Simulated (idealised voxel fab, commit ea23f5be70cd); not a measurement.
Process module in this document: voxel capacitor over wiring
Displayed cross-section: cut, width of 265 nm, square cells sized 5 nm.
Cross-section, as written here: a square-cell grid given band by band from the top down, where a band holds one or more rows of cells. Each band's line starts with the height of the band's top and of its bottom, in nm. Then come its materials from left to right, each with its width in nm. One material with "full width" fills the band from edge to edge. "air" is empty space. Heads up on the height convention: 0 is the point under which the incoming wafer is all one material, and the lowest band has no bottom, it just keeps going down, like "0 and below". Top row gets the first number, bottom row gets the second, and each row in between changes by the same step: that is how a band width like "30 to 40" works. Take "everything unchanged" at face value: in the step it is given for, the cross-section changed in none of its cells. Listed in "Unvented voids": every empty space of 8 or more cells without an open way to the top. Form: width x height at distance, the distance being from the left edge, all in nm. If you see something after the settings on a step's line, that's the simulator's own remark about that step. For masked steps, "overlay nm" on the step line gives how far right of plan the mask actually lay; a minus sign means it lay to the left.

[Steps in the process plan]
1,RECEIVE (material Si)
2,CONFORMAL_DEP (material SiO2; thk nm 15)
3,CONFORMAL_DEP (material SiCN; thk nm 5)
4,DIRECTIONAL_DEP (material SiO2; thk nm 15)
5,MASKED_ETCH (tone open; mask id METAL_1; width nm 25; pitch nm 85; etch materials SiO2; depth nm 15; overlay nm 0)
6,MASKED_ETCH (tone open; mask id METAL_1; width nm 25; pitch nm 85; etch materials SiCN; depth nm 5; overlay nm 0)
7,CONFORMAL_DEP (material TiN; thk nm 5)
8,FILL_DEP (material Ru; thk nm 10)
9,CMP (height nm 35)
10,EPI (material Ru; thk nm 5)
11,FILL_DEP (material SiCN; thk nm 5)
12,DIRECTIONAL_DEP (material SiO2; thk nm 10)
13,PATTERN (tone open; mask id PLUG_1; material resist; width nm 15; thk nm 20; overlay nm 0)
14,DIRECTIONAL_ETCH (etch materials SiO2; depth nm 10)
15,DIRECTIONAL_ETCH (etch materials SiCN; depth nm 5)
16,STRIP (etch materials resist)
17,CONFORMAL_DEP (material TiN; thk nm 5)
18,FILL_DEP (material Ru; thk nm 5)
19,CMP (height nm 55)
20,DIRECTIONAL_DEP (material TiN; thk nm 10)
21,DIRECTIONAL_DEP (material SiN; thk nm 5)
22,DIRECTIONAL_DEP (material TiN; thk nm 10)
23,DIRECTIONAL_DEP (material aC; thk nm 15)
24,PATTERN (tone cover; mask id UPPER_PLATE; material resist; width nm 65; thk nm 30; overlay nm 0)
25,DIRECTIONAL_ETCH (etch materials aC; depth nm 15)
26,STRIP (etch materials resist)
27,DIRECTIONAL_ETCH (etch materials TiN; depth nm 10)
28,DIRECTIONAL_ETCH (etch materials SiN; depth nm 5)
29,STRIP (etch materials aC)
30,DIRECTIONAL_DEP (material aC; thk nm 10)
31,PATTERN (tone cover; mask id LOWER_PLATE; material resist; width nm 75; thk nm 30; overlay nm 0)
32,DIRECTIONAL_ETCH (etch materials aC; depth nm 10)
33,STRIP (etch materials resist)
34,DIRECTIONAL_ETCH (etch materials TiN; depth nm 10)
35,STRIP (etch materials aC)
36,FILL_DEP (material SiO2; thk nm 15)
37,CMP (height nm 90)
38,MASKED_ETCH (tone open; mask id PLUG_2; width nm 15; etch materials SiO2; depth nm 10; overlay nm 0)
39,CONFORMAL_DEP (material TiN; thk nm 5)
40,FILL_DEP (material Ru; thk nm 10)
41,CMP (height nm 90)
42,CONFORMAL_DEP (material SiCN; thk nm 5)

[Wafer cross-section on receipt, i.e. after step 1]
  0 and below  Si full width
  Unvented voids: none

[Wafer at module end, in section. Began as above, planned as above, run with one mistake]
  95 down to 90  SiCN full width
  90 down to 85  95 nm SiO2, 5 nm TiN, 5 nm Ru, 5 nm TiN, 155 nm SiO2
  85 down to 80  95 nm SiO2, 15 nm TiN, 155 nm SiO2
  80 down to 70  85 nm SiO2, 65 nm TiN, 115 nm SiO2
  70 down to 65  85 nm SiO2, 65 nm SiN, 115 nm SiO2
  65 down to 55  80 nm SiO2, 75 nm TiN, 110 nm SiO2
  55 down to 45  80 nm Ru, 5 nm TiN, 15 nm SiO2, 5 nm TiN, 160 nm Ru
  45 down to 40  85 nm TiN, 15 nm SiCN, 165 nm TiN
  40 down to 35  70 nm SiCN, 35 nm Ru, 50 nm SiCN, 35 nm Ru, 75 nm SiCN
  35 down to 20  75 nm SiO2, 5 nm TiN, 15 nm Ru, 5 nm TiN, 60 nm SiO2, 5 nm TiN, 15 nm Ru, 5 nm TiN, 80 nm SiO2
  20 down to 15  75 nm SiCN, 25 nm TiN, 60 nm SiCN, 25 nm TiN, 80 nm SiCN
  15 down to 0  SiO2 full width
  0 and below  Si full width
  Unvented voids: none
Diagnosis: step 13 was not run as planned; what actually ran was PATTERN (tone cover; mask id PLUG_1; material resist; width nm 15; thk nm 20; overlay nm 0)
